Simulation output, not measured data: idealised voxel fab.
The process module presented herein is designated voxel transistor to metal.
Cross-sectional view cut (width: 205 nm; square cell size: 5 nm).
If you're reading a cross-section in this doc, picture square cells in a grid; it comes to you as bands, top ones listed first down to the bottom, and a band can be one or more rows of cells. In this notation a band is specified by the heights of its top and bottom, in that order and in nm, after which its materials appear from left to right, each paired with its width in nm. The word "throughout" attached to a single material means that material fills the band from edge to edge; the word "air" stands for empty space. A quick word on heights: they are counted from 0, and under that level the wafer as it came to us is one material throughout. The lowest band is different from the rest in having no bottom; it simply continues downward, written as in "from 0 down". When a width is written as two numbers, as in "30->40", the first number is the width in the top row of cells of the band and the second is the width in its bottom row, and the width changes by the same amount from each row to the next. Given "nothing different" for a step, no cell of the cross-section differs between before and after that step. Enclosed voids (no open way to top), threshold 8 cells or more, entry "Sealed-off cavities", notation width x height at distance, distance from left edge, nm. Read whatever lies past the settings on a step's line as the simulator's own remark about the step. overlay nm: on a step with a mask, how far right of its planned place the mask lay; negative means left.
[Here's what the planned process steps look like]
1,RECEIVE [material Si]
2,CONFORMAL_DEP [material SiO2] [thk nm 5]
3,CONFORMAL_DEP [material SiN] [thk nm 15]
4,DIRECTIONAL_DEP [material aC] [thk nm 10]
5,PATTERN [tone cover] [mask id ACTIVE] [material resist] [width nm 120] [thk nm 30] [overlay nm 0]
6,DIRECTIONAL_ETCH [etch materials aC] [depth nm 10]
7,STRIP [etch materials resist]
8,DIRECTIONAL_ETCH [etch materials SiN] [depth nm 15]
9,DIRECTIONAL_ETCH [etch materials SiO2] [depth nm 5]
10,DIRECTIONAL_ETCH [etch materials Si] [depth nm 30]
11,STRIP [etch materials aC]
12,FILL_DEP [material SiO2] [thk nm 5]
13,CMP [height nm 20]
14,SELECTIVE_ETCH [etch materials SiO2] [depth nm 15]
15,STRIP [etch materials SiN]
16,SELECTIVE_ETCH [etch materials SiO2] [depth nm 5]
17,OXIDIZE [depth nm 5]
18,DIRECTIONAL_DEP [material polySi] [thk nm 30]
19,DIRECTIONAL_DEP [material SiCN] [thk nm 15]
20,DIRECTIONAL_DEP [material aC] [thk nm 10]
21,PATTERN [tone cover] [mask id GATE] [material resist] [width nm 20] [thk nm 30] [overlay nm 0]
22,DIRECTIONAL_ETCH [etch materials aC] [depth nm 10]
23,STRIP [etch materials resist]
24,DIRECTIONAL_ETCH [etch materials SiCN] [depth nm 25]
25,DIRECTIONAL_ETCH [etch materials polySi] [depth nm 40]
26,STRIP [etch materials aC]
27,CONFORMAL_DEP [material SiN] [thk nm 10]
28,DIRECTIONAL_ETCH [etch materials SiN] [depth nm 10]
29,DIRECTIONAL_ETCH [etch materials SiO2] [depth nm 5]
30,EPI [material nSi] [thk nm 5]
31,FILL_DEP [material SiO2] [thk nm 5]
32,CMP [height nm 45]
33,DIRECTIONAL_DEP [material SiO2] [thk nm 15]
34,PATTERN [tone open] [mask id CONTACT] [material resist] [width nm 20] [pitch nm 80] [thk nm 15] [overlay nm 0]
35,DIRECTIONAL_ETCH [etch materials SiO2] [depth nm 60]
36,STRIP [etch materials resist]
37,CONFORMAL_DEP [material TiN] [thk nm 5]
38,FILL_DEP [material W] [thk nm 5]
39,CMP [height nm 60]
40,DIRECTIONAL_DEP [material TiN] [thk nm 5]
41,DIRECTIONAL_DEP [material Ru] [thk nm 15]
42,MASKED_ETCH [tone cover] [mask id METAL_1] [width nm 20] [pitch nm 80] [etch materials Ru] [depth nm 15] [overlay nm 0]
43,MASKED_ETCH [tone cover] [mask id METAL_1] [width nm 20] [pitch nm 80] [etch materials TiN] [depth nm 5] [overlay nm 0]
44,FILL_DEP [material SiO2] [thk nm 5]
45,CMP [height nm 80]
46,CONFORMAL_DEP [material SiCN] [thk nm 5]
47,DIRECTIONAL_DEP [material lowk] [thk nm 25]
48,PATTERN [tone open] [mask id METAL_2_HOLES] [material resist] [width nm 15] [pitch nm 80] [thk nm 20] [overlay nm 0]
49,DIRECTIONAL_ETCH [etch materials lowk] [depth nm 25]
50,STRIP [etch materials resist]
51,MASKED_ETCH [tone open] [mask id METAL_2] [width nm 20] [pitch nm 80] [etch materials lowk] [depth nm 15] [overlay nm 0]
52,MASKED_ETCH [tone open] [mask id METAL_2] [width nm 20] [pitch nm 80] [etch materials SiCN] [depth nm 5] [overlay nm 0]
53,CONFORMAL_DEP [material TiN] [thk nm 5]
54,FILL_DEP [material Cu] [thk nm 10]
55,CMP [height nm 110]
56,CONFORMAL_DEP [material SiN] [thk nm 5]
The plan shows the thk nm of step 53 as the first wafer had it; this setting differs between the wafers, which start out alike.
[The first of several wafers, as received after step 1, seen in section]
    from 0 down | Si throughout
    Sealed-off cavities: none
[At the end of the module, after its last step, step 56, the first of several wafers appears in cross-section as follows]
    from 115 to 110 | SiN throughout
    from 110 to 100 | lowk (50) / TiN (5) / Cu (10) / TiN (5) / lowk (60) / TiN (5) / Cu (10) / TiN (5) / lowk (55)
    from 100 to 95 | lowk (50) / TiN (5) / Cu (5) / TiN (10) / lowk (60) / TiN (5) / Cu (5) / TiN (10) / lowk (55)
    from 95 to 85 | lowk (50) / TiN (5) / Cu (5) / TiN (5) / lowk (65) / TiN (5) / Cu (5) / TiN (5) / lowk (60)
    from 85 to 80 | SiCN (50) / TiN (15) / SiCN (65) / TiN (15) / SiCN (60)
    from 80 to 65 | SiO2 (50) / Ru (20) / SiO2 (60) / Ru (20) / SiO2 (55)
    from 65 to 60 | SiO2 (50) / TiN (20) / SiO2 (60) / TiN (20) / SiO2 (55)
    from 60 to 45 | SiO2 (50) / TiN (5) / W (10) / TiN (5) / SiO2 (60) / TiN (5) / W (10) / TiN (5) / SiO2 (55)
    from 45 to 30 | SiO2 (50) / TiN (5) / W (10) / TiN (5) / SiO2 (10) / SiN (10) / SiCN (20) / SiN (10) / SiO2 (10) / TiN (5) / W (10) / TiN (5) / SiO2 (55)
    from 30 to 5 | SiO2 (50) / TiN (5) / W (10) / TiN (5) / SiO2 (10) / SiN (10) / polySi (20) / SiN (10) / SiO2 (10) / TiN (5) / W (10) / TiN (5) / SiO2 (55)
    from 5 to 0 | SiO2 (50) / TiN (20) / SiO2 (10) / SiN (10) / polySi (20) / SiN (10) / SiO2 (10) / TiN (20) / SiO2 (55)
    from 0 to -5 | SiO2 (35) / nSi (45) / SiO2 (40) / nSi (45) / SiO2 (40)
    from -5 to -30 | SiO2 (40) / Si (120) / SiO2 (45)
    from -30 down | Si throughout
    Sealed-off cavities: none
[Cross-sectional depiction of the last of several wafers upon completion of the module]
    from 115 to 110 | SiN throughout
    from 110 to 95 | lowk (50) / TiN (20) / lowk (60) / TiN (20) / lowk (55)
    from 95 to 85 | lowk (50) / TiN (15) / lowk (65) / TiN (15) / lowk (60)
    from 85 to 80 | SiCN (50) / TiN (15) / SiCN (65) / TiN (15) / SiCN (60)
    from 80 to 65 | SiO2 (50) / Ru (20) / SiO2 (60) / Ru (20) / SiO2 (55)
    from 65 to 60 | SiO2 (50) / TiN (20) / SiO2 (60) / TiN (20) / SiO2 (55)
    from 60 to 45 | SiO2 (50) / TiN (5) / W (10) / TiN (5) / SiO2 (60) / TiN (5) / W (10) / TiN (5) / SiO2 (55)
    from 45 to 30 | SiO2 (50) / TiN (5) / W (10) / TiN (5) / SiO2 (10) / SiN (10) / SiCN (20) / SiN (10) / SiO2 (10) / TiN (5) / W (10) / TiN (5) / SiO2 (55)
    from 30 to 5 | SiO2 (50) / TiN (5) / W (10) / TiN (5) / SiO2 (10) / SiN (10) / polySi (20) / SiN (10) / SiO2 (10) / TiN (5) / W (10) / TiN (5) / SiO2 (55)
    from 5 to 0 | SiO2 (50) / TiN (20) / SiO2 (10) / SiN (10) / polySi (20) / SiN (10) / SiO2 (10) / TiN (20) / SiO2 (55)
    from 0 to -5 | SiO2 (35) / nSi (45) / SiO2 (40) / nSi (45) / SiO2 (40)
    from -5 to -30 | SiO2 (40) / Si (120) / SiO2 (45)
    from -30 down | Si throughout
    Sealed-off cavities: none
[So in this table every wafer gets its own row, and what you see is where it stands at the end of the module: for each material, how many cells it picked up (+) or gave up (-) since we received it, and after that its closed voids]
thk nm 5 | +14 Cu | +24 Ru | -126 Si | +47 SiCN | +77 SiN | +564 SiO2 | +88 TiN | +44 W | +169 lowk | +18 nSi | +24 polySi | Sealed-off cavities: none
thk nm 10 | +24 Ru | -126 Si | +47 SiCN | +77 SiN | +564 SiO2 | +102 TiN | +44 W | +169 lowk | +18 nSi | +24 polySi | Sealed-off cavities: none
thk nm 15 | +24 Ru | -126 Si | +47 SiCN | +77 SiN | +564 SiO2 | +102 TiN | +44 W | +169 lowk | +18 nSi | +24 polySi | Sealed-off cavities: none
thk nm 20 | +24 Ru | -126 Si | +47 SiCN | +77 SiN | +564 SiO2 | +102 TiN | +44 W | +169 lowk | +18 nSi | +24 polySi | Sealed-off cavities: none
